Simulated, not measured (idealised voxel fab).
You're looking at the process module voxel gate over fins.
Pictured: cross-section cut, 170 nm wide, on a grid of 5 nm square cells.
Cross-section spec: square-cell grid; bands listed top down; each band is one or more rows.
Look at the band entry: it leads with the top's height and the bottom's height in nm. Then it lists the materials left to right, with a width in nm for each. The word "edge to edge" on a single material says that material fills the band edge to edge. The word "air" is empty space.
Convention: height 0 is the level below which the wafer, as received, is all one material. The lowest band does not terminate at the bottom but continues downward, represented as "from 0 down".
A two-number width, for instance "30 to 40", indicates that the width is equal to the first number in the top row of the band and to the second number in the bottom row, and that it changes by a constant amount per row of cells.
The cross-section has no changed cell in any step marked "everything unchanged".
What "Sealed void listing" gives you is every empty space of 8 cells or more that is cut off from the top. Each appears as width x height at distance, with the distance taken from the left edge and width, height and distance all in nm.
Text after the settings on a step's line: the simulator's own remark on that step.
Steps that use a mask can have "overlay nm" on their line. It says how far the mask sat to the right of where it was meant to be. Negative means to the left.

**Planned process steps**
1) RECEIVE (material Si)
2) CONFORMAL_DEP (material SiN; thk nm 5)
3) MASKED_ETCH (tone cover; mask id FINS; width nm 15; pitch nm 60; etch materials SiN; depth nm 5; overlay nm 0)
4) MASKED_ETCH (tone cover; mask id FINS; width nm 15; pitch nm 60; etch materials Si; depth nm 40; overlay nm 0)
5) FILL_DEP (material SiO2; thk nm 10)
6) CMP (height nm 5)
7) DIRECTIONAL_DEP (material aC; thk nm 10)
8) PATTERN (tone open; mask id RAIL; material resist; width nm 15; thk nm 25; overlay nm 0)
9) DIRECTIONAL_ETCH (etch materials aC; depth nm 10)
10) STRIP (etch materials resist)
11) DIRECTIONAL_ETCH (etch materials SiO2; depth nm 40)
12) STRIP (etch materials aC)
13) CONFORMAL_DEP (material TiN; thk nm 5)
14) FILL_DEP (material Ru; thk nm 5)
15) CMP (height nm 5)
16) SELECTIVE_ETCH (etch materials W Ru TiN; depth nm 20)
17) FILL_DEP (material SiO2; thk nm 5)
18) CMP (height nm 5)
19) SELECTIVE_ETCH (etch materials SiO2; depth nm 15)
20) STRIP (etch materials SiN)
21) CONFORMAL_DEP (material HfO2; thk nm 5)
22) CONFORMAL_DEP (material TiN; thk nm 5)
23) FILL_DEP (material W; thk nm 15)
24) CMP (height nm 20)
25) CONFORMAL_DEP (material SiCN; thk nm 10)

**Received-state cross-section, reflecting completion of step 1**
> from 0 down  Si edge to edge
> Sealed void listing: none

**This is how the wafer looks in cross-section once the module is done, given the starting state and plan above and one mistake in carrying the plan out**
> from 30 to 20  SiCN edge to edge
> from 20 to 10  W edge to edge
> from 10 to 5  35 of W  35 of TiN  25 of W  35 of TiN  40 of W
> from 5 to 0  35 of W  5 of TiN  25 of HfO2  5 of TiN  25 of W  5 of TiN  25 of HfO2  5 of TiN  40 of W
> from 0 to -5  35 of W  5 of TiN  5 of HfO2  15 of Si  5 of HfO2  5 of TiN  25 of W  5 of TiN  5 of HfO2  15 of Si  5 of HfO2  5 of TiN  40 of W
> from -5 to -10  35 of W  5 of TiN  5 of HfO2  15 of Si  5 of HfO2  35 of TiN  5 of HfO2  15 of Si  5 of HfO2  5 of TiN  40 of W
> from -10 to -15  35 of W  5 of TiN  5 of HfO2  15 of Si  5 of HfO2  5 of TiN  25 of HfO2  5 of TiN  5 of HfO2  15 of Si  5 of HfO2  5 of TiN  40 of W
> from -15 to -20  40 of TiN  5 of HfO2  15 of Si  5 of HfO2  5 of TiN  5 of HfO2  5 of TiN  5 of Ru  5 of TiN  5 of HfO2  5 of TiN  5 of HfO2  15 of Si  5 of HfO2  45 of TiN
> from -20 to -25  45 of HfO2  15 of Si  15 of HfO2  5 of TiN  5 of Ru  5 of TiN  15 of HfO2  15 of Si  50 of HfO2
> from -25 to -30  45 of SiO2  15 of Si  15 of SiO2  5 of TiN  5 of Ru  5 of TiN  15 of SiO2  15 of Si  50 of SiO2
> from -30 to -35  45 of SiO2  15 of Si  15 of SiO2  15 of TiN  15 of SiO2  15 of Si  50 of SiO2
> from -35 to -40  45 of SiO2  15 of Si  45 of SiO2  15 of Si  50 of SiO2
> from -40 down  Si edge to edge
> Sealed void listing: none
Deviation from plan: step 19 was run twice
